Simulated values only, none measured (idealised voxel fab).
Process module, titled voxel self aligned vias
Shown is cross-section cut, with a width of 295 nm and square cells of size 5 nm.
Just so we're on the same page, the cross-sections are grids of square cells, and they're listed out in bands top to bottom, each band one or more rows deep.
This entry defines a band. It first specifies the height of the band's top and the height of its bottom in nm, and then specifies the band's materials from left to right, stating each material with its width in nm. The word "everywhere" identifies a single material that fills the band from edge to edge, while the word "air" identifies empty space.
Heads up on the height convention: 0 is the point under which the incoming wafer is all one material, and the lowest band has no bottom, it just keeps going down, like "z 0 and below".
With a width like "30->40", each row of cells in the band differs from the next by the same amount, the top row carrying the first number and the bottom row the second.
"no alterations made" for a step: no cell of the cross-section changed in that step.
Under "Cavities, closed" you'll find the enclosed gaps, the ones with no way out to the top, that are 8 cells or bigger; each reads width x height at distance, with distance counted from the left edge, everything in nm.
Note: text after step settings on the step line = simulator remark on that step.
If you see "overlay nm" on a step's line and that step has a mask, it's telling you how far right of where it was planned the mask ended up; a negative number means it went left instead.

# The planned process steps are enumerated hereunder
1: RECEIVE: material Si
2: CONFORMAL_DEP: material SiO2, thk nm 10
3: CONFORMAL_DEP: material SiCN, thk nm 5
4: DIRECTIONAL_DEP: material SiO2, thk nm 25
5: DIRECTIONAL_DEP: material aC, thk nm 15
6: PATTERN: tone open, mask id LINES, material resist, width nm 20, pitch nm 55, thk nm 30, overlay nm 0
7: DIRECTIONAL_ETCH: etch materials aC, depth nm 15
8: STRIP: etch materials resist
9: DIRECTIONAL_ETCH: etch materials SiO2, depth nm 25
10: STRIP: etch materials aC
11: CONFORMAL_DEP: material TiN, thk nm 5
12: FILL_DEP: material W, thk nm 10
13: CMP: height nm 40
14: SELECTIVE_ETCH: etch materials W Ru TiN, depth nm 5
15: FILL_DEP: material SiN, thk nm 5
16: CMP: height nm 40
17: DIRECTIONAL_DEP: material SiO2, thk nm 20
18: MASKED_ETCH: tone open, mask id VIAS, width nm 30, pitch nm 55, etch materials SiO2, depth nm 20, overlay nm 0
19: MASKED_ETCH: tone open, mask id VIAS, width nm 30, pitch nm 55, etch materials SiN, depth nm 5, overlay nm 0
20: CONFORMAL_DEP: material TiN, thk nm 5
21: FILL_DEP: material Ru, thk nm 10
22: CMP: height nm 60
23: CONFORMAL_DEP: material SiN, thk nm 5

# as received, after step 1
- z 0 and below: Si everywhere
- Cavities, closed: none

# Below is the wafer in cross-section after the module was completed. It began from the starting point shown above and followed the plan shown above, except that one mistake was made while running it
- z 65 to 60: SiN everywhere
- z 60 to 45: 75 SiO2  5 aC  20 Ru  5 aC  25 SiO2  5 aC  20 Ru  5 aC  25 SiO2  5 aC  20 Ru  5 aC  80 SiO2
- z 45 to 40: 75 SiO2  10 aC  10 Ru  10 aC  25 SiO2  10 aC  10 Ru  10 aC  25 SiO2  10 aC  10 Ru  10 aC  80 SiO2
- z 40 to 35: 80 SiO2  20 aC  35 SiO2  20 aC  35 SiO2  20 aC  85 SiO2
- z 35 to 20: 80 SiO2  5 TiN  10 W  5 TiN  35 SiO2  5 TiN  10 W  5 TiN  35 SiO2  5 TiN  10 W  5 TiN  85 SiO2
- z 20 to 15: 80 SiO2  20 TiN  35 SiO2  20 TiN  35 SiO2  20 TiN  85 SiO2
- z 15 to 10: SiCN everywhere
- z 10 to 0: SiO2 everywhere
- z 0 and below: Si everywhere
- Cavities, closed: none
What was the processing mistake? the process deviated at step 20: the operation and settings actually run there were CONFORMAL_DEP: material aC, thk nm 5
